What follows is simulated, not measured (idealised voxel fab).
process module | voxel released beams
We display cut, a cross-section 275 nm in width whose square cells are each 5 nm.
A cross-section in this document is a grid of square cells, and it is written down as bands, the top band listed before the ones below it; a band is made up of one or more rows of cells.
Look at the band entry: it leads with the top's height and the bottom's height in nm. Then it lists the materials left to right, with a width in nm for each. The word "full width" on a single material says that material fills the band edge to edge. The word "empty" is empty space.
Height is counted from the level 0, under which the received wafer is composed throughout of one material. The lowest of the bands is not closed at the bottom but continues downward, in the notation "0 -> down".
When a width is written as two numbers, as in "30 to 40", the first number is the width in the top row of cells of the band and the second is the width in its bottom row, and the width changes by the same amount from each row to the next.
Step note "remained the same" = no cross-section cell changed.
In "Unvented voids" the enclosed voids are listed, meaning empty spaces of 8 cells or larger without any opening to the top. The form is width x height at distance, distance from the left edge, units nm.
Whatever follows a step's settings on its line is a remark the simulator itself makes about that step.
Each step line may optionally specify "overlay nm", which for a step with a mask gives the rightward distance between the mask's planned place and where it lay, a negative value indicating the leftward direction.
List of planned process steps:
1. RECEIVE: material Si
2. CONFORMAL_DEP: material SiN, thk nm 10
3. DIRECTIONAL_DEP: material SiO2, thk nm 20
4. DIRECTIONAL_DEP: material aC, thk nm 15
5. PATTERN: tone open, mask id ANCHOR, material resist, width nm 30, thk nm 35, overlay nm 0
6. DIRECTIONAL_ETCH: etch materials aC, depth nm 15
7. STRIP: etch materials resist
8. DIRECTIONAL_ETCH: etch materials SiO2, depth nm 20
9. STRIP: etch materials aC
10. CONFORMAL_DEP: material TiN, thk nm 10
11. PATTERN: tone cover, mask id BEAM, material resist, width nm 75, thk nm 15, overlay nm 0
12. DIRECTIONAL_ETCH: etch materials TiN, depth nm 10
13. STRIP: etch materials resist
14. STRIP: etch materials SiO2
Delivered wafer in cross-section: state after step 1:
  0 -> down: Si full width
  Unvented voids: none
Post-module cross-section: identical start and plan to those above, one misstep in execution:
  40 -> 30: empty=95 / TiN=10 / empty=10 / TiN=55 / empty=105
  30 -> 20: empty=95 / TiN=10 / empty=10 / TiN=10 / empty=150
  20 -> 10: empty=95 / TiN=30 / empty=150
  10 -> 0: SiN full width
  0 -> down: Si full width
  Unvented voids: none
So what did we get wrong on this run? rather than as planned, step 5 actually ran as PATTERN: tone open, mask id ANCHOR, material resist, width nm 30, thk nm 35, overlay nm -5
